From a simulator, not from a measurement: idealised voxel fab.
This section sets out a process module, namely voxel self aligned contacts.
Xsec cut, 180 nm wide, square cell size 5 nm.
Format of a cross-section: grid, square cells. Given as bands. Order: top down. Band: one or more rows of cells. First you get the band's top height and its bottom height, in nm, and then the materials it's made of, left to right, with each width in nm. If you see a single material with "everywhere", that one covers the band edge to edge. "air" is empty space. Where do heights start? At 0: under that level the wafer as delivered is made of one material only. And the lowest band has no floor; it just carries on downward, as in "0 -> down". So if you see something like "30..40" for the width, read it as the top row of the band sitting at the first number and the bottom row at the second, with every row in between moving by the same amount as the last. Where a step carries "no modification", the cross-section came out of it unchanged, cell for cell. Voids lacking openings: empty space of 8 cells or more with no open way to the top, each as width x height at its distance from the left edge, in nm. Whatever follows a step's settings on its line is a remark the simulator itself makes about that step. overlay nm: mask right of planned place by this much (step with mask). Neg. = left.
The following list gives the planned process steps:
| 1 | RECEIVE,material Si |
| 2 | CONFORMAL_DEP,material SiO2,thk nm 5 |
| 3 | DIRECTIONAL_DEP,material polySi,thk nm 25 |
| 4 | DIRECTIONAL_DEP,material SiN,thk nm 20 |
| 5 | PATTERN,tone cover,mask id GATE,material resist,width nm 25,pitch nm 65,thk nm 20,overlay nm -15 |
| 6 | DIRECTIONAL_ETCH,etch materials SiN,depth nm 20 |
| 7 | DIRECTIONAL_ETCH,etch materials polySi,depth nm 25 |
| 8 | STRIP,etch materials resist |
| 9 | CONFORMAL_DEP,material SiN,thk nm 10 |
| 10 | DIRECTIONAL_ETCH,etch materials SiN,depth nm 10 |
| 11 | FILL_DEP,material SiO2,thk nm 20 |
| 12 | CMP,height nm 60 |
| 13 | PATTERN,tone open,mask id CONTACT,material resist,width nm 50,thk nm 15,overlay nm 0 |
| 14 | DIRECTIONAL_ETCH,etch materials SiO2,depth nm 60 |
| 15 | STRIP,etch materials resist |
| 16 | CONFORMAL_DEP,material TiN,thk nm 5 |
| 17 | FILL_DEP,material Ru,thk nm 5 |
| 18 | CMP,height nm 60 |
| 19 | CONFORMAL_DEP,material SiCN,thk nm 5 |
All wafers enter the flow in the same state. The overlay nm at step 5 differs from wafer to wafer, and the plan gives the value for the first wafer.
As-received cross-section, first of several wafers, post step 1:
- 0 -> down  Si everywhere
- Voids lacking openings: none
First of several wafers in cross-section at module end, following the final step, step 19:
- 65 -> 60  SiCN everywhere
- 60 -> 50  SiO2 (65)  TiN (5)  Ru (40..10)  TiN (5..35)  SiO2 (65)
- 50 -> 30  SiO2 (20)  SiN (45)  TiN (5)  Ru (10)  TiN (5)  SiN (45)  SiO2 (50)
- 30 -> 5  SiO2 (20)  SiN (10)  polySi (25)  SiN (10)  TiN (5)  Ru (10)  TiN (5)  SiN (10)  polySi (25)  SiN (10)  SiO2 (50)
- 5 -> 0  SiO2 (65)  TiN (20)  SiO2 (95)
- 0 -> down  Si everywhere
- Voids lacking openings: none
Module end, final wafer: cross-section:
- 65 -> 60  SiCN everywhere
- 60 -> 50  SiO2 (65)  TiN (5..35)  Ru (40..10)  TiN (5)  SiO2 (65)
- 50 -> 30  SiO2 (50)  SiN (45)  TiN (5)  Ru (10)  TiN (5)  SiN (45)  SiO2 (20)
- 30 -> 5  SiO2 (50)  SiN (10)  polySi (25)  SiN (10)  TiN (5)  Ru (10)  TiN (5)  SiN (10)  polySi (25)  SiN (10)  SiO2 (20)
- 5 -> 0  SiO2 (95)  TiN (20)  SiO2 (65)
- 0 -> down  Si everywhere
- Voids lacking openings: none
Row per wafer, end-of-module: cell gain (+)/loss (-) by material since the wafer came in, then closed voids:
overlay nm -15; +28 Ru; +36 SiCN; +112 SiN; +210 SiO2; +32 TiN; +50 polySi; Voids lacking openings: none
overlay nm -10; +28 Ru; +36 SiCN; +112 SiN; +210 SiO2; +32 TiN; +50 polySi; Voids lacking openings: none
overlay nm -5; +28 Ru; +36 SiCN; +112 SiN; +210 SiO2; +32 TiN; +50 polySi; Voids lacking openings: none
overlay nm 0; +28 Ru; +36 SiCN; +112 SiN; +210 SiO2; +32 TiN; +50 polySi; Voids lacking openings: none
overlay nm 5; +28 Ru; +36 SiCN; +112 SiN; +210 SiO2; +32 TiN; +50 polySi; Voids lacking openings: none
overlay nm 10; +28 Ru; +36 SiCN; +112 SiN; +210 SiO2; +32 TiN; +50 polySi; Voids lacking openings: none
overlay nm 15; +28 Ru; +36 SiCN; +112 SiN; +210 SiO2; +32 TiN; +50 polySi; Voids lacking openings: none
